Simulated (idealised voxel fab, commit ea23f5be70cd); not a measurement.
The following is a process module called voxel trench capacitor.
The cross-section shown here is cut; it is 250 nm wide and divided into square cells measuring 5 nm on a side.
Cross-section spec: square-cell grid; bands listed top down; each band is one or more rows. Band entry format. Leading values: height of top, height of bottom, nm. Remainder: materials in left-to-right order, each with its width in nm. Special words: "full width" on a single material, which then fills the band edge to edge; "blank", empty space. Height is counted from the level 0, under which the received wafer is composed throughout of one material. The lowest of the bands is not closed at the bottom but continues downward, in the notation "from 0 down". With a width like "30->40", each row of cells in the band differs from the next by the same amount, the top row carrying the first number and the bottom row the second. Where the words "no alterations made" appear for a step, the cross-section shows no cell changed by that step; every cell remained as before. "Sealed voids" means: voids of 8 cells or more that are shut off from the top with no open way through. Written width x height at distance, distance from the left edge, in nm. Post-settings text on a step line: simulator's own remark regarding the step. overlay nm: where the mask lay relative to plan, measured to the right, on steps with a mask; negatives go left.

Planned process steps:
step 1: op RECEIVE | material Si
step 2: op CONFORMAL_DEP | material SiN | thk nm 10
step 3: op PATTERN | tone open | mask id TRENCH | material resist | width nm 30 | pitch nm 55 | thk nm 15 | overlay nm 0
step 4: op DIRECTIONAL_ETCH | etch materials SiN | depth nm 10
step 5: op DIRECTIONAL_ETCH | etch materials Si | depth nm 40
step 6: op STRIP | etch materials resist
step 7: op CONFORMAL_DEP | material Al2O3 | thk nm 5
step 8: op CONFORMAL_DEP | material TiN | thk nm 5
step 9: op FILL_DEP | material W | thk nm 5
step 10: op CMP | height nm 10

Cross-section of the wafer at receipt, which is the condition after step 1:
> from 0 down | Si full width
> Sealed voids: none

Final cross-section, module run with one mistake (start and plan as above):
> from 10 to 0 | 35 of SiN, then 5 of Al2O3, then 5 of TiN, then 10 of W, then 5 of TiN, then 5 of Al2O3, then 25 of SiN, then 5 of Al2O3, then 5 of TiN, then 10 of W, then 5 of TiN, then 5 of Al2O3, then 25 of SiN, then 5 of Al2O3, then 5 of TiN, then 10 of W, then 5 of TiN, then 5 of Al2O3, then 25 of SiN, then 5 of Al2O3, then 5 of TiN, then 10 of W, then 5 of TiN, then 5 of Al2O3, then 20 of SiN
> from 0 to -30 | 35 of Si, then 5 of Al2O3, then 5 of TiN, then 10 of W, then 5 of TiN, then 5 of Al2O3, then 25 of Si, then 5 of Al2O3, then 5 of TiN, then 10 of W, then 5 of TiN, then 5 of Al2O3, then 25 of Si, then 5 of Al2O3, then 5 of TiN, then 10 of W, then 5 of TiN, then 5 of Al2O3, then 25 of Si, then 5 of Al2O3, then 5 of TiN, then 10 of W, then 5 of TiN, then 5 of Al2O3, then 20 of Si
> from -30 to -35 | 35 of Si, then 5 of Al2O3, then 20 of TiN, then 5 of Al2O3, then 25 of Si, then 5 of Al2O3, then 20 of TiN, then 5 of Al2O3, then 25 of Si, then 5 of Al2O3, then 20 of TiN, then 5 of Al2O3, then 25 of Si, then 5 of Al2O3, then 20 of TiN, then 5 of Al2O3, then 20 of Si
> from -35 to -40 | 35 of Si, then 30 of Al2O3, then 25 of Si, then 30 of Al2O3, then 25 of Si, then 30 of Al2O3, then 25 of Si, then 30 of Al2O3, then 20 of Si
> from -40 down | Si full width
> Sealed voids: none
Which mistake was made when the wafer was run? rather than as planned, step 3 actually ran as op PATTERN | tone open | mask id TRENCH | material resist | width nm 30 | pitch nm 55 | thk nm 15 | overlay nm 10
